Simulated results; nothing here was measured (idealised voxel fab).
Title: Process Module voxel air gaps
Displayed cross-section: cut, width of 300 nm, square cells sized 5 nm.
How to read a cross-section here: the picture is a grid of square cells, written as bands going from the top down, and any band can span one or more rows of cells.
First you get the band's top height and its bottom height, in nm, and then the materials it's made of, left to right, with each width in nm. If you see a single material with "everywhere", that one covers the band edge to edge. "air" is empty space.
It should be noted that heights are counted from 0, beneath which the wafer as supplied is of one material throughout, and that the lowest band possesses no lower boundary but continues downward, as written in "0 nm and below".
Graded width ("30..40"): value in top row of band = first number; value in bottom row = second number; row-to-row change constant.
No cell of the cross-section changed in a step that is given as "remained unchanged".
Empty spaces without an open route to the top, at least 8 cells in extent, make up the entry "Fully enclosed voids"; each is given as width x height at distance, where the distance is measured from the left edge, and all are in nm.
That trailing text on a step's line, after the settings, is the simulator's own remark on the step.
If you see "overlay nm" on a step's line and that step has a mask, it's telling you how far right of where it was planned the mask ended up; a negative number means it went left instead.

**The planned process steps are enumerated hereunder**
1) RECEIVE | material Si
2) CONFORMAL_DEP | material SiO2 | thk nm 10
3) CONFORMAL_DEP | material SiN | thk nm 5
4) DIRECTIONAL_DEP | material SiO2 | thk nm 35
5) MASKED_ETCH | tone open | mask id LINES | width nm 15 | pitch nm 40 | etch materials SiO2 | depth nm 35 | overlay nm 0
6) CONFORMAL_DEP | material TiN | thk nm 5
7) FILL_DEP | material W | thk nm 10
8) CMP | height nm 50
9) EPI | material Ru | thk nm 10
10) SELECTIVE_ETCH | etch materials SiO2 | depth nm 45
11) CONFORMAL_DEP | material SiCN | thk nm 5

**On the first of the two wafers: run conducted according to plan**

**As received (post step 1): cross-section**
* 0 nm and below | Si everywhere
* Fully enclosed voids: none

**Cross-section: wafer state after step 2**
* 10 nm to 0 nm | SiO2 everywhere
* Unchanged below 0.

**Cross-section: wafer state after step 3**
* 15 nm to 10 nm | SiN everywhere
* Unchanged below 10.

**Cross-section: wafer state after step 4**
* 50 nm to 15 nm | SiO2 everywhere
* Unchanged below 15.

**Cross-section: wafer state after step 5**
* 50 nm to 15 nm | SiO2 80  air 15  SiO2 25  air 15  SiO2 25  air 15  SiO2 25  air 15  SiO2 85
* Unchanged below 15.

**Cross-section: wafer state after step 6**
* 55 nm to 50 nm | TiN 85  air 5  TiN 35  air 5  TiN 35  air 5  TiN 35  air 5  TiN 90
* 50 nm to 20 nm | SiO2 80  TiN 5  air 5  TiN 5  SiO2 25  TiN 5  air 5  TiN 5  SiO2 25  TiN 5  air 5  TiN 5  SiO2 25  TiN 5  air 5  TiN 5  SiO2 85
* 20 nm to 15 nm | SiO2 80  TiN 15  SiO2 25  TiN 15  SiO2 25  TiN 15  SiO2 25  TiN 15  SiO2 85
* Unchanged below 15.

**Cross-section: wafer state after step 7**
* 65 nm to 55 nm | W everywhere
* 55 nm to 50 nm | TiN 85  W 5  TiN 35  W 5  TiN 35  W 5  TiN 35  W 5  TiN 90
* 50 nm to 20 nm | SiO2 80  TiN 5  W 5  TiN 5  SiO2 25  TiN 5  W 5  TiN 5  SiO2 25  TiN 5  W 5  TiN 5  SiO2 25  TiN 5  W 5  TiN 5  SiO2 85
* Unchanged below 20.

**Cross-section: wafer state after step 8**
* 50 nm to 20 nm | SiO2 80  TiN 5  W 5  TiN 5  SiO2 25  TiN 5  W 5  TiN 5  SiO2 25  TiN 5  W 5  TiN 5  SiO2 25  TiN 5  W 5  TiN 5  SiO2 85
* Unchanged below 20.

**Cross-section: wafer state after step 9**
* 60 nm to 50 nm | air 70  Ru 35  air 5  Ru 35  air 5  Ru 35  air 5  Ru 35  air 75
* Unchanged below 50.

**Cross-section: wafer state after step 10**
* 60 nm to 50 nm | air 70  Ru 35  air 5  Ru 35  air 5  Ru 35  air 5  Ru 35  air 75
* 50 nm to 20 nm | air 80  TiN 5  W 5  TiN 5  air 25  TiN 5  W 5  TiN 5  air 25  TiN 5  W 5  TiN 5  air 25  TiN 5  W 5  TiN 5  air 85
* 20 nm to 15 nm | air 80  TiN 15  air 25  TiN 15  air 25  TiN 15  air 25  TiN 15  air 85
* Unchanged below 15.

**Cross-section: wafer state after step 11**
* 65 nm to 60 nm | air 65  SiCN 165  air 70
* 60 nm to 50 nm | air 65  SiCN 5  Ru 35  SiCN 5  Ru 35  SiCN 5  Ru 35  SiCN 5  Ru 35  SiCN 5  air 70
* 50 nm to 45 nm | air 65  SiCN 15  TiN 5  W 5  TiN 5  SiCN 25  TiN 5  W 5  TiN 5  SiCN 25  TiN 5  W 5  TiN 5  SiCN 25  TiN 5  W 5  TiN 5  SiCN 15  air 70
* 45 nm to 20 nm | air 75  SiCN 5  TiN 5  W 5  TiN 5  SiCN 5  air 15  SiCN 5  TiN 5  W 5  TiN 5  SiCN 5  air 15  SiCN 5  TiN 5  W 5  TiN 5  SiCN 5  air 15  SiCN 5  TiN 5  W 5  TiN 5  SiCN 5  air 80
* 20 nm to 15 nm | SiCN 80  TiN 15  SiCN 25  TiN 15  SiCN 25  TiN 15  SiCN 25  TiN 15  SiCN 85
* Unchanged below 15.
* Fully enclosed voids: 15 x 25 at 100; 15 x 25 at 140; 15 x 25 at 180

**Second wafer, same starting conditions and recipe as the first, one mistake in executing it, nothing differs from the first up to and including step 4**

**Planned end of step 5: second wafer, cross-section**
* 50 nm to 15 nm | SiO2 70  air 15  SiO2 25  air 15  SiO2 25  air 15  SiO2 25  air 15  SiO2 95
* Unchanged below 15.

**Planned end of step 6: second wafer, cross-section**
* 55 nm to 50 nm | TiN 75  air 5  TiN 35  air 5  TiN 35  air 5  TiN 35  air 5  TiN 100
* 50 nm to 20 nm | SiO2 70  TiN 5  air 5  TiN 5  SiO2 25  TiN 5  air 5  TiN 5  SiO2 25  TiN 5  air 5  TiN 5  SiO2 25  TiN 5  air 5  TiN 5  SiO2 95
* 20 nm to 15 nm | SiO2 70  TiN 15  SiO2 25  TiN 15  SiO2 25  TiN 15  SiO2 25  TiN 15  SiO2 95
* Unchanged below 15.

**Planned end of step 7: second wafer, cross-section**
* 65 nm to 55 nm | W everywhere
* 55 nm to 50 nm | TiN 75  W 5  TiN 35  W 5  TiN 35  W 5  TiN 35  W 5  TiN 100
* 50 nm to 20 nm | SiO2 70  TiN 5  W 5  TiN 5  SiO2 25  TiN 5  W 5  TiN 5  SiO2 25  TiN 5  W 5  TiN 5  SiO2 25  TiN 5  W 5  TiN 5  SiO2 95
* Unchanged below 20.

**Planned end of step 8: second wafer, cross-section**
* 50 nm to 20 nm | SiO2 70  TiN 5  W 5  TiN 5  SiO2 25  TiN 5  W 5  TiN 5  SiO2 25  TiN 5  W 5  TiN 5  SiO2 25  TiN 5  W 5  TiN 5  SiO2 95
* Unchanged below 20.

**Planned end of step 9: second wafer, cross-section**
* 60 nm to 50 nm | air 60  Ru 35  air 5  Ru 35  air 5  Ru 35  air 5  Ru 35  air 85
* Unchanged below 50.

**Planned end of step 10: second wafer, cross-section**
* 60 nm to 50 nm | air 60  Ru 35  air 5  Ru 35  air 5  Ru 35  air 5  Ru 35  air 85
* 50 nm to 20 nm | air 70  TiN 5  W 5  TiN 5  air 25  TiN 5  W 5  TiN 5  air 25  TiN 5  W 5  TiN 5  air 25  TiN 5  W 5  TiN 5  air 95
* 20 nm to 15 nm | air 70  TiN 15  air 25  TiN 15  air 25  TiN 15  air 25  TiN 15  air 95
* Unchanged below 15.

**Planned end of step 11: second wafer, cross-section**
* 65 nm to 60 nm | air 55  SiCN 165  air 80
* 60 nm to 50 nm | air 55  SiCN 5  Ru 35  SiCN 5  Ru 35  SiCN 5  Ru 35  SiCN 5  Ru 35  SiCN 5  air 80
* 50 nm to 45 nm | air 55  SiCN 15  TiN 5  W 5  TiN 5  SiCN 25  TiN 5  W 5  TiN 5  SiCN 25  TiN 5  W 5  TiN 5  SiCN 25  TiN 5  W 5  TiN 5  SiCN 15  air 80
* 45 nm to 20 nm | air 65  SiCN 5  TiN 5  W 5  TiN 5  SiCN 5  air 15  SiCN 5  TiN 5  W 5  TiN 5  SiCN 5  air 15  SiCN 5  TiN 5  W 5  TiN 5  SiCN 5  air 15  SiCN 5  TiN 5  W 5  TiN 5  SiCN 5  air 90
* 20 nm to 15 nm | SiCN 70  TiN 15  SiCN 25  TiN 15  SiCN 25  TiN 15  SiCN 25  TiN 15  SiCN 95
* Unchanged below 15.
* Fully enclosed voids: 15 x 25 at 90; 15 x 25 at 130; 15 x 25 at 170
So what did we get wrong on this run? step 5 went in with a setting other than planned; the actual run was MASKED_ETCH | tone open | mask id LINES | width nm 15 | pitch nm 40 | etch materials SiO2 | depth nm 35 | overlay nm -10
Upon completion, the cell count for each material on the second wafer equals that on the first, whereas the spatial distribution of those cells differs.
